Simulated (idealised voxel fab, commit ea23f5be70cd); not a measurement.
process module | voxel wiring stack
cross-section cut | 270 nm wide | cells 5 nm
A cross-section is a grid of square cells, given in bands from the top down. A band is one or more rows of cells.
Each band's line starts with the height of the band's top and of its bottom, in nm. Then come its materials from left to right, each with its width in nm. One material with "throughout" fills the band from edge to edge. "air" is empty space.
Height 0 is the level under which the wafer as received is all one material. The lowest band goes on downwards, as in "0 down".
A width such as "30 to 40" changes by the same amount from each row of cells to the next, from the band's top row to its bottom row.
"no change" after a step means that no cell of the cross-section changed.
closed voids: empty space of 8 cells or more with no open way to the top, each as width x height at its distance from the left edge, in nm
after a step's settings: what the simulator itself notes on the step
overlay nm, on a step with a mask: how far to the right of its planned place the mask lay; to the left if negative
plan
1 op RECEIVE | material Si
2 op CONFORMAL_DEP | material SiO2 | thk nm 15
3 op CONFORMAL_DEP | material SiN | thk nm 5
4 op DIRECTIONAL_DEP | material lowk | thk nm 25
5 op DIRECTIONAL_DEP | material aC | thk nm 15
6 op PATTERN | tone open | mask id METAL_1 | material resist | width nm 30 | pitch nm 50 | thk nm 30 | overlay nm 0
7 op DIRECTIONAL_ETCH | etch materials aC | depth nm 15
8 op STRIP | etch materials resist
9 op DIRECTIONAL_ETCH | etch materials lowk | depth nm 25
10 op DIRECTIONAL_ETCH | etch materials SiN | depth nm 5
11 op STRIP | etch materials aC
12 op CONFORMAL_DEP | material TiN | thk nm 5
13 op FILL_DEP | material Cu | thk nm 10
14 op CMP | height nm 45
15 op CONFORMAL_DEP | material SiCN | thk nm 5
16 op DIRECTIONAL_DEP | material SiO2 | thk nm 15
17 op DIRECTIONAL_DEP | material aC | thk nm 15
18 op PATTERN | tone open | mask id PLUG_1 | material resist | width nm 15 | pitch nm 50 | thk nm 30 | overlay nm 0
19 op DIRECTIONAL_ETCH | etch materials aC | depth nm 15
20 op STRIP | etch materials resist
21 op DIRECTIONAL_ETCH | etch materials SiO2 | depth nm 15
22 op DIRECTIONAL_ETCH | etch materials SiCN | depth nm 5
23 op STRIP | etch materials aC
24 op CONFORMAL_DEP | material TiN | thk nm 5
25 op FILL_DEP | material W | thk nm 5
26 op CMP | height nm 65
27 op DIRECTIONAL_DEP | material TiN | thk nm 5
28 op DIRECTIONAL_DEP | material Ru | thk nm 20
29 op MASKED_ETCH | tone cover | mask id METAL_2 | width nm 30 | pitch nm 50 | etch materials Ru | depth nm 20 | overlay nm 0
30 op MASKED_ETCH | tone cover | mask id METAL_2 | width nm 30 | pitch nm 50 | etch materials TiN | depth nm 5 | overlay nm 0
31 op FILL_DEP | material lowk | thk nm 10
32 op CMP | height nm 90
33 op CONFORMAL_DEP | material SiCN | thk nm 5
34 op DIRECTIONAL_DEP | material SiO2 | thk nm 15
35 op DIRECTIONAL_DEP | material aC | thk nm 15
36 op PATTERN | tone open | mask id PLUG_2 | material resist | width nm 15 | thk nm 30 | overlay nm 0
37 op DIRECTIONAL_ETCH | etch materials aC | depth nm 15
38 op STRIP | etch materials resist
39 op DIRECTIONAL_ETCH | etch materials SiO2 | depth nm 15
40 op DIRECTIONAL_ETCH | etch materials SiCN | depth nm 5
41 op STRIP | etch materials aC
42 op CONFORMAL_DEP | material TiN | thk nm 5
43 op FILL_DEP | material W | thk nm 5
44 op CMP | height nm 110
45 op DIRECTIONAL_DEP | material TiN | thk nm 5
46 op DIRECTIONAL_DEP | material Ru | thk nm 15
47 op PATTERN | tone cover | mask id METAL_3 | material resist | width nm 30 | pitch nm 50 | thk nm 15 | overlay nm 0
48 op DIRECTIONAL_ETCH | etch materials Ru | depth nm 15
49 op DIRECTIONAL_ETCH | etch materials TiN | depth nm 5
50 op STRIP | etch materials resist
51 op CONFORMAL_DEP | material SiCN | thk nm 5
52 op FILL_DEP | material lowk | thk nm 10
53 op CMP | height nm 130
54 op CONFORMAL_DEP | material SiCN | thk nm 5
first wafer, as planned
as received, after step 1
  0 down: Si throughout
  closed voids: none
after step 2
  15 to 0: SiO2 throughout
  below 0: unchanged
after step 3
  20 to 15: SiN throughout
  below 15: unchanged
after step 4
  45 to 20: lowk throughout
  below 20: unchanged
after step 5
  60 to 45: aC throughout
  below 45: unchanged
after step 6
  90 to 60: resist 95 | air 30 | resist 20 | air 30 | resist 95
  below 60: unchanged
after step 7
  75 to 60: resist 95 | air 30 | resist 20 | air 30 | resist 95
  60 to 45: aC 95 | air 30 | aC 20 | air 30 | aC 95
  below 45: unchanged
after step 8
  60 to 45: aC 95 | air 30 | aC 20 | air 30 | aC 95
  below 45: unchanged
after step 9
  60 to 45: aC 95 | air 30 | aC 20 | air 30 | aC 95
  45 to 20: lowk 95 | air 30 | lowk 20 | air 30 | lowk 95
  below 20: unchanged
after step 10
  60 to 45: aC 95 | air 30 | aC 20 | air 30 | aC 95
  45 to 20: lowk 95 | air 30 | lowk 20 | air 30 | lowk 95
  20 to 15: SiN 95 | air 30 | SiN 20 | air 30 | SiN 95
  below 15: unchanged
after step 11
  45 to 20: lowk 95 | air 30 | lowk 20 | air 30 | lowk 95
  below 20: unchanged
after step 12
  50 to 45: TiN 100 | air 20 | TiN 30 | air 20 | TiN 100
  45 to 20: lowk 95 | TiN 5 | air 20 | TiN 5 | lowk 20 | TiN 5 | air 20 | TiN 5 | lowk 95
  20 to 15: SiN 95 | TiN 30 | SiN 20 | TiN 30 | SiN 95
  below 15: unchanged
after step 13
  60 to 50: Cu throughout
  50 to 45: TiN 100 | Cu 20 | TiN 30 | Cu 20 | TiN 100
  45 to 20: lowk 95 | TiN 5 | Cu 20 | TiN 5 | lowk 20 | TiN 5 | Cu 20 | TiN 5 | lowk 95
  below 20: unchanged
after step 14
  45 to 20: lowk 95 | TiN 5 | Cu 20 | TiN 5 | lowk 20 | TiN 5 | Cu 20 | TiN 5 | lowk 95
  below 20: unchanged
after step 15
  50 to 45: SiCN throughout
  below 45: unchanged
after step 16
  65 to 50: SiO2 throughout
  below 50: unchanged
after step 17
  80 to 65: aC throughout
  below 65: unchanged
after step 18
  110 to 80: resist 95 | air 15 | resist 35 | air 15 | resist 110
  below 80: unchanged
after step 19
  95 to 80: resist 95 | air 15 | resist 35 | air 15 | resist 110
  80 to 65: aC 95 | air 15 | aC 35 | air 15 | aC 110
  below 65: unchanged
after step 20
  80 to 65: aC 95 | air 15 | aC 35 | air 15 | aC 110
  below 65: unchanged
after step 21
  80 to 65: aC 95 | air 15 | aC 35 | air 15 | aC 110
  65 to 50: SiO2 95 | air 15 | SiO2 35 | air 15 | SiO2 110
  below 50: unchanged
after step 22
  80 to 65: aC 95 | air 15 | aC 35 | air 15 | aC 110
  65 to 50: SiO2 95 | air 15 | SiO2 35 | air 15 | SiO2 110
  50 to 45: SiCN 95 | air 15 | SiCN 35 | air 15 | SiCN 110
  below 45: unchanged
after step 23
  65 to 50: SiO2 95 | air 15 | SiO2 35 | air 15 | SiO2 110
  below 50: unchanged
after step 24
  70 to 65: TiN 100 | air 5 | TiN 45 | air 5 | TiN 115
  65 to 50: SiO2 95 | TiN 5 | air 5 | TiN 5 | SiO2 35 | TiN 5 | air 5 | TiN 5 | SiO2 110
  50 to 45: SiCN 95 | TiN 15 | SiCN 35 | TiN 15 | SiCN 110
  below 45: unchanged
after step 25
  75 to 70: W throughout
  70 to 65: TiN 100 | W 5 | TiN 45 | W 5 | TiN 115
  65 to 50: SiO2 95 | TiN 5 | W 5 | TiN 5 | SiO2 35 | TiN 5 | W 5 | TiN 5 | SiO2 110
  below 50: unchanged
after step 26
  65 to 50: SiO2 95 | TiN 5 | W 5 | TiN 5 | SiO2 35 | TiN 5 | W 5 | TiN 5 | SiO2 110
  below 50: unchanged
after step 27
  70 to 65: TiN throughout
  below 65: unchanged
after step 28
  90 to 70: Ru throughout
  below 70: unchanged
after step 29
  90 to 70: air 95 | Ru 30 | air 20 | Ru 30 | air 95
  below 70: unchanged
after step 30
  90 to 70: air 95 | Ru 30 | air 20 | Ru 30 | air 95
  70 to 65: air 95 | TiN 30 | air 20 | TiN 30 | air 95
  below 65: unchanged
after step 31
  100 to 90: lowk throughout
  90 to 70: lowk 95 | Ru 30 | lowk 20 | Ru 30 | lowk 95
  70 to 65: lowk 95 | TiN 30 | lowk 20 | TiN 30 | lowk 95
  below 65: unchanged
after step 32
  90 to 70: lowk 95 | Ru 30 | lowk 20 | Ru 30 | lowk 95
  below 70: unchanged
after step 33
  95 to 90: SiCN throughout
  below 90: unchanged
after step 34
  110 to 95: SiO2 throughout
  below 95: unchanged
after step 35
  125 to 110: aC throughout
  below 110: unchanged
after step 36
  155 to 125: resist 95 | air 15 | resist 160
  below 125: unchanged
after step 37
  140 to 125: resist 95 | air 15 | resist 160
  125 to 110: aC 95 | air 15 | aC 160
  below 110: unchanged
after step 38
  125 to 110: aC 95 | air 15 | aC 160
  below 110: unchanged
after step 39
  125 to 110: aC 95 | air 15 | aC 160
  110 to 95: SiO2 95 | air 15 | SiO2 160
  below 95: unchanged
after step 40
  125 to 110: aC 95 | air 15 | aC 160
  110 to 95: SiO2 95 | air 15 | SiO2 160
  95 to 90: SiCN 95 | air 15 | SiCN 160
  below 90: unchanged
after step 41
  110 to 95: SiO2 95 | air 15 | SiO2 160
  below 95: unchanged
after step 42
  115 to 110: TiN 100 | air 5 | TiN 165
  110 to 95: SiO2 95 | TiN 5 | air 5 | TiN 5 | SiO2 160
  95 to 90: SiCN 95 | TiN 15 | SiCN 160
  below 90: unchanged
after step 43
  120 to 115: W throughout
  115 to 110: TiN 100 | W 5 | TiN 165
  110 to 95: SiO2 95 | TiN 5 | W 5 | TiN 5 | SiO2 160
  below 95: unchanged
after step 44
  110 to 95: SiO2 95 | TiN 5 | W 5 | TiN 5 | SiO2 160
  below 95: unchanged
after step 45
  115 to 110: TiN throughout
  below 110: unchanged
after step 46
  130 to 115: Ru throughout
  below 115: unchanged
after step 47
  145 to 130: air 95 | resist 30 | air 20 | resist 30 | air 95
  below 130: unchanged
after step 48
  145 to 130: air 95 | resist 30 | air 20 | resist 30 | air 95
  130 to 115: air 95 | Ru 30 | air 20 | Ru 30 | air 95
  below 115: unchanged
after step 49
  145 to 130: air 95 | resist 30 | air 20 | resist 30 | air 95
  130 to 115: air 95 | Ru 30 | air 20 | Ru 30 | air 95
  115 to 110: air 95 | TiN 30 | air 20 | TiN 30 | air 95
  below 110: unchanged
after step 50
  130 to 115: air 95 | Ru 30 | air 20 | Ru 30 | air 95
  below 115: unchanged
after step 51
  135 to 130: air 90 | SiCN 40 | air 10 | SiCN 40 | air 90
  130 to 115: air 90 | SiCN 5 | Ru 30 | SiCN 5 | air 10 | SiCN 5 | Ru 30 | SiCN 5 | air 90
  115 to 110: SiCN 95 | TiN 30 | SiCN 20 | TiN 30 | SiCN 95
  below 110: unchanged
after step 52
  145 to 135: lowk throughout
  135 to 130: lowk 90 | SiCN 40 | lowk 10 | SiCN 40 | lowk 90
  130 to 115: lowk 90 | SiCN 5 | Ru 30 | SiCN 5 | lowk 10 | SiCN 5 | Ru 30 | SiCN 5 | lowk 90
  below 115: unchanged
after step 53
  130 to 115: lowk 90 | SiCN 5 | Ru 30 | SiCN 5 | lowk 10 | SiCN 5 | Ru 30 | SiCN 5 | lowk 90
  below 115: unchanged
after step 54
  135 to 130: SiCN throughout
  below 130: unchanged
second wafer: like start, like plan, one mistake. Through step 28 it matches the first wafer
when step 29 should have ended
  90 to 70: air 90 | Ru 30 | air 20 | Ru 30 | air 100
  below 70: unchanged
when step 30 should have ended
  90 to 70: air 90 | Ru 30 | air 20 | Ru 30 | air 100
  70 to 65: air 90 | TiN 35 | air 15 | TiN 35 | air 95
  below 65: unchanged
when step 31 should have ended
  100 to 90: lowk throughout
  90 to 70: lowk 90 | Ru 30 | lowk 20 | Ru 30 | lowk 100
  70 to 65: lowk 90 | TiN 35 | lowk 15 | TiN 35 | lowk 95
  below 65: unchanged
when step 32 should have ended
  90 to 70: lowk 90 | Ru 30 | lowk 20 | Ru 30 | lowk 100
  below 70: unchanged
when step 33 should have ended
  95 to 90: SiCN throughout
  below 90: unchanged
when step 34 should have ended
  110 to 95: SiO2 throughout
  below 95: unchanged
when step 35 should have ended
  125 to 110: aC throughout
  below 110: unchanged
when step 36 should have ended
  155 to 125: resist 95 | air 15 | resist 160
  below 125: unchanged
when step 37 should have ended
  140 to 125: resist 95 | air 15 | resist 160
  125 to 110: aC 95 | air 15 | aC 160
  below 110: unchanged
when step 38 should have ended
  125 to 110: aC 95 | air 15 | aC 160
  below 110: unchanged
when step 39 should have ended
  125 to 110: aC 95 | air 15 | aC 160
  110 to 95: SiO2 95 | air 15 | SiO2 160
  below 95: unchanged
when step 40 should have ended
  125 to 110: aC 95 | air 15 | aC 160
  110 to 95: SiO2 95 | air 15 | SiO2 160
  95 to 90: SiCN 95 | air 15 | SiCN 160
  below 90: unchanged
when step 41 should have ended
  110 to 95: SiO2 95 | air 15 | SiO2 160
  below 95: unchanged
when step 42 should have ended
  115 to 110: TiN 100 | air 5 | TiN 165
  110 to 95: SiO2 95 | TiN 5 | air 5 | TiN 5 | SiO2 160
  95 to 90: SiCN 95 | TiN 15 | SiCN 160
  below 90: unchanged
when step 43 should have ended
  120 to 115: W throughout
  115 to 110: TiN 100 | W 5 | TiN 165
  110 to 95: SiO2 95 | TiN 5 | W 5 | TiN 5 | SiO2 160
  below 95: unchanged
when step 44 should have ended
  110 to 95: SiO2 95 | TiN 5 | W 5 | TiN 5 | SiO2 160
  below 95: unchanged
when step 45 should have ended
  115 to 110: TiN throughout
  below 110: unchanged
when step 46 should have ended
  130 to 115: Ru throughout
  below 115: unchanged
when step 47 should have ended
  145 to 130: air 95 | resist 30 | air 20 | resist 30 | air 95
  below 130: unchanged
when step 48 should have ended
  145 to 130: air 95 | resist 30 | air 20 | resist 30 | air 95
  130 to 115: air 95 | Ru 30 | air 20 | Ru 30 | air 95
  below 115: unchanged
when step 49 should have ended
  145 to 130: air 95 | resist 30 | air 20 | resist 30 | air 95
  130 to 115: air 95 | Ru 30 | air 20 | Ru 30 | air 95
  115 to 110: air 95 | TiN 30 | air 20 | TiN 30 | air 95
  below 110: unchanged
when step 50 should have ended
  130 to 115: air 95 | Ru 30 | air 20 | Ru 30 | air 95
  below 115: unchanged
when step 51 should have ended
  135 to 130: air 90 | SiCN 40 | air 10 | SiCN 40 | air 90
  130 to 115: air 90 | SiCN 5 | Ru 30 | SiCN 5 | air 10 | SiCN 5 | Ru 30 | SiCN 5 | air 90
  115 to 110: SiCN 95 | TiN 30 | SiCN 20 | TiN 30 | SiCN 95
  below 110: unchanged
when step 52 should have ended
  145 to 135: lowk throughout
  135 to 130: lowk 90 | SiCN 40 | lowk 10 | SiCN 40 | lowk 90
  130 to 115: lowk 90 | SiCN 5 | Ru 30 | SiCN 5 | lowk 10 | SiCN 5 | Ru 30 | SiCN 5 | lowk 90
  below 115: unchanged
when step 53 should have ended
  130 to 115: lowk 90 | SiCN 5 | Ru 30 | SiCN 5 | lowk 10 | SiCN 5 | Ru 30 | SiCN 5 | lowk 90
  below 115: unchanged
when step 54 should have ended
  135 to 130: SiCN throughout
  below 130: unchanged
what went wrong: step 29 ran as: op MASKED_ETCH | tone cover | mask id METAL_2 | width nm 30 | pitch nm 50 | etch materials Ru | depth nm 20 | overlay nm -5
at the end the second wafer has, in cells: 2 more of TiN | 2 fewer of lowk
